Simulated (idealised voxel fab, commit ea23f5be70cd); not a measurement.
The process module presented herein is designated voxel fin reveal.
The width of the displayed cross-section, cut, is 230 nm; its cells are square, with a size of 5 nm.
Cross-section layout: square cells on a grid; listed as bands, top to bottom; a band spans one or more cell rows.
This entry defines a band. It first specifies the height of the band's top and the height of its bottom in nm, and then specifies the band's materials from left to right, stating each material with its width in nm. The word "throughout" identifies a single material that fills the band from edge to edge, while the word "air" identifies empty space.
The reference from which all heights are counted is 0, the level beneath which the as-received wafer is entirely one material; the lowest band, having no lower bound, proceeds downward and is written after the example "0 and below".
When a width is written as two numbers, as in "30..40", the first number is the width in the top row of cells of the band and the second is the width in its bottom row, and the width changes by the same amount from each row to the next.
A step reported as "everything unchanged" is a step in which no cell of the cross-section changed.
Under "Closed void catalog" you'll find the enclosed gaps, the ones with no way out to the top, that are 8 cells or bigger; each reads width x height at distance, with distance counted from the left edge, everything in nm.
Formally, on a step line, whatever follows the settings is a remark that the simulator itself makes on the step.
The "overlay nm" setting may appear on a step's line; for a step that uses a mask, it gives how far to the right of its planned position the mask lay, and a negative value indicates the left.

Listed below are the process steps as planned
step 1: RECEIVE: material Si
step 2: CONFORMAL_DEP: material SiN, thk nm 5
step 3: MASKED_ETCH: tone cover, mask id FINS, width nm 15, pitch nm 35, etch materials SiN, depth nm 5, overlay nm 0
step 4: MASKED_ETCH: tone cover, mask id FINS, width nm 15, pitch nm 35, etch materials Si, depth nm 30, overlay nm 0
step 5: OXIDIZE: depth nm 5
step 6: FILL_DEP: material SiO2, thk nm 5
step 7: CMP: height nm 5
step 8: SELECTIVE_ETCH: etch materials SiO2, depth nm 25
step 9: STRIP: etch materials SiN

Below: the first of two wafers, run as planned

Cross-section of the wafer upon arrival, representing the state reached after step 1
0 and below  Si throughout
Closed void catalog: none

The wafer in cross-section once step 2 is complete
5 down to 0  SiN throughout
Everything below 0 is unchanged.

The wafer in cross-section once step 3 is complete
5 down to 0  90 air, 15 SiN, 20 air, 15 SiN, 90 air
Everything below 0 is unchanged.

The wafer in cross-section once step 4 is complete
5 down to 0  90 air, 15 SiN, 20 air, 15 SiN, 90 air
0 down to -30  90 air, 15 Si, 20 air, 15 Si, 90 air
Everything below -30 is unchanged.

The wafer in cross-section once step 5 is complete
5 down to 0  90 air, 15 SiN, 20 air, 15 SiN, 90 air
0 down to -30  90 air, 5 SiO2, 5 Si, 5 SiO2, 20 air, 5 SiO2, 5 Si, 5 SiO2, 90 air
-30 down to -35  95 SiO2, 5 Si, 30 SiO2, 5 Si, 95 SiO2
Everything below -35 is unchanged.

The wafer in cross-section once step 6 is complete
10 down to 5  SiO2 throughout
5 down to 0  90 SiO2, 15 SiN, 20 SiO2, 15 SiN, 90 SiO2
0 down to -35  95 SiO2, 5 Si, 30 SiO2, 5 Si, 95 SiO2
Everything below -35 is unchanged.

The wafer in cross-section once step 7 is complete
5 down to 0  90 SiO2, 15 SiN, 20 SiO2, 15 SiN, 90 SiO2
Everything below 0 is unchanged.

The wafer in cross-section once step 8 is complete
5 down to 0  90 air, 15 SiN, 20 air, 15 SiN, 90 air
0 down to -20  95 air, 5 Si, 30 air, 5 Si, 95 air
Everything below -20 is unchanged.

The wafer in cross-section once step 9 is complete
0 down to -20  95 air, 5 Si, 30 air, 5 Si, 95 air
Everything below -20 is unchanged.

Second wafer. Start and plan as for the first. One mistake made in running. Agrees with the first up to and including step 3

Look at the second wafer in cross-section at the time step 4 ought to have finished
5 down to 0  90 air, 15 SiN, 20 air, 15 SiN, 90 air
0 down to -20  90 air, 15 Si, 20 air, 15 Si, 90 air
Everything below -20 is unchanged.

Look at the second wafer in cross-section at the time step 5 ought to have finished
5 down to 0  90 air, 15 SiN, 20 air, 15 SiN, 90 air
0 down to -20  90 air, 5 SiO2, 5 Si, 5 SiO2, 20 air, 5 SiO2, 5 Si, 5 SiO2, 90 air
-20 down to -25  95 SiO2, 5 Si, 30 SiO2, 5 Si, 95 SiO2
Everything below -25 is unchanged.

Look at the second wafer in cross-section at the time step 6 ought to have finished
10 down to 5  SiO2 throughout
5 down to 0  90 SiO2, 15 SiN, 20 SiO2, 15 SiN, 90 SiO2
0 down to -25  95 SiO2, 5 Si, 30 SiO2, 5 Si, 95 SiO2
Everything below -25 is unchanged.

Look at the second wafer in cross-section at the time step 7 ought to have finished
5 down to 0  90 SiO2, 15 SiN, 20 SiO2, 15 SiN, 90 SiO2
Everything below 0 is unchanged.

Look at the second wafer in cross-section at the time step 8 ought to have finished
5 down to 0  90 air, 15 SiN, 20 air, 15 SiN, 90 air
0 down to -20  95 air, 5 Si, 30 air, 5 Si, 95 air
Everything below -20 is unchanged.

Look at the second wafer in cross-section at the time step 9 ought to have finished
0 down to -20  95 air, 5 Si, 30 air, 5 Si, 95 air
Everything below -20 is unchanged.
What was done differently from what was planned? planned and actual differ for step 4; actual: MASKED_ETCH: tone cover, mask id FINS, width nm 15, pitch nm 35, etch materials Si, depth nm 20, overlay nm 0
Materials where the second wafer ends with more or fewer cells than the first: Si +88 | SiO2 -88
